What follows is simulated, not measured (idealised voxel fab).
A process module follows: voxel capacitor over wiring.
Shown is cross-section cut, with a width of 280 nm and square cells of size 5 nm.
If you're reading a cross-section in this doc, picture square cells in a grid; it comes to you as bands, top ones listed first down to the bottom, and a band can be one or more rows of cells.
Band: top height; bottom height; in nm. Then, left to right: material with width in nm, for each material. "all across": a single material spanning edge to edge. "blank": empty space.
Zero point of the height axis is 0; under it, received wafer = one material. Lowest band: continues down indefinitely, "top 0, no bottom".
Width: "30 to 40" (first number = top row, second number = bottom row, same change from row to row of cells).
No cell of the cross-section changed in a step that is given as "remained the same".
"Catalogued sealed voids" enumerates empty spaces isolated from the top, with no open way to it, that contain at least 8 cells, giving each as width x height at distance from the left edge, all three in nm.
Anything after a step's settings on that line? It's the simulator's own note about the step.
On any step carrying a mask, the "overlay nm" setting, if present on the step's line, tells how far right of its planned place the mask lay; negative values point to the left.
[The process steps that were planned are listed below]
- 1: RECEIVE: material Si
- 2: CONFORMAL_DEP: material SiO2, thk nm 10
- 3: CONFORMAL_DEP: material SiN, thk nm 5
- 4: DIRECTIONAL_DEP: material lowk, thk nm 25
- 5: PATTERN: tone open, mask id METAL_1, material resist, width nm 30, pitch nm 80, thk nm 20, overlay nm 0
- 6: DIRECTIONAL_ETCH: etch materials lowk, depth nm 25
- 7: DIRECTIONAL_ETCH: etch materials SiN, depth nm 5
- 8: STRIP: etch materials resist
- 9: CONFORMAL_DEP: material TiN, thk nm 5
- 10: FILL_DEP: material Cu, thk nm 10
- 11: CMP: height nm 40
- 12: CONFORMAL_DEP: material SiCN, thk nm 5
- 13: DIRECTIONAL_DEP: material lowk, thk nm 20
- 14: DIRECTIONAL_DEP: material aC, thk nm 15
- 15: PATTERN: tone open, mask id PLUG_1, material resist, width nm 15, thk nm 35, overlay nm 0
- 16: DIRECTIONAL_ETCH: etch materials aC, depth nm 15
- 17: STRIP: etch materials resist
- 18: DIRECTIONAL_ETCH: etch materials lowk, depth nm 20
- 19: DIRECTIONAL_ETCH: etch materials SiCN, depth nm 5
- 20: STRIP: etch materials aC
- 21: CONFORMAL_DEP: material TiN, thk nm 5
- 22: FILL_DEP: material Ru, thk nm 10
- 23: CMP: height nm 65
- 24: DIRECTIONAL_DEP: material TiN, thk nm 10
- 25: DIRECTIONAL_DEP: material HfO2, thk nm 5
- 26: DIRECTIONAL_DEP: material TiN, thk nm 5
- 27: PATTERN: tone cover, mask id UPPER_PLATE, material resist, width nm 55, thk nm 15, overlay nm 0
- 28: DIRECTIONAL_ETCH: etch materials TiN, depth nm 5
- 29: DIRECTIONAL_ETCH: etch materials HfO2, depth nm 5
- 30: STRIP: etch materials resist
- 31: PATTERN: tone cover, mask id LOWER_PLATE, material resist, width nm 65, thk nm 15, overlay nm 0
- 32: DIRECTIONAL_ETCH: etch materials TiN, depth nm 10
- 33: STRIP: etch materials resist
- 34: FILL_DEP: material SiO2, thk nm 20
- 35: CMP: height nm 100
- 36: PATTERN: tone open, mask id PLUG_2, material resist, width nm 15, thk nm 20, overlay nm 0
- 37: DIRECTIONAL_ETCH: etch materials SiO2, depth nm 15
- 38: STRIP: etch materials resist
- 39: CONFORMAL_DEP: material TiN, thk nm 5
- 40: FILL_DEP: material Ru, thk nm 10
- 41: CMP: height nm 100
- 42: CONFORMAL_DEP: material SiN, thk nm 5
[Here's what the wafer looked like in cross-section when it arrived - that's after step 1]
    top 0, no bottom  Si all across
    Catalogued sealed voids: none
[This is how the wafer looks in cross-section once the module is done, given the starting state and plan above and one mistake in carrying the plan out]
    top 105, bottom 100  SiN all across
    top 100, bottom 90  SiO2=110; TiN=5; Ru=5; TiN=5; SiO2=155
    top 90, bottom 80  SiO2=110 to 100; TiN=15 to 55; SiO2=155 to 125
    top 80, bottom 75  SiO2=100; HfO2=55; SiO2=125
    top 75, bottom 65  SiO2=95; TiN=65; SiO2=120
    top 65, bottom 45  lowk=100; TiN=5; Ru=5; TiN=5; lowk=165
    top 45, bottom 40  SiCN=100; TiN=15; SiCN=165
    top 40, bottom 20  lowk=85; TiN=5; Cu=20; TiN=5; lowk=50; TiN=5; Cu=20; TiN=5; lowk=85
    top 20, bottom 15  lowk=85; TiN=30; lowk=50; TiN=30; lowk=85
    top 15, bottom 5  SiO2 all across
    top 5, bottom 0  SiN all across
    top 0, no bottom  Si all across
    Catalogued sealed voids: none
Nonconformance to the process plan: transposition of steps 2 and 3 relative to the planned sequence
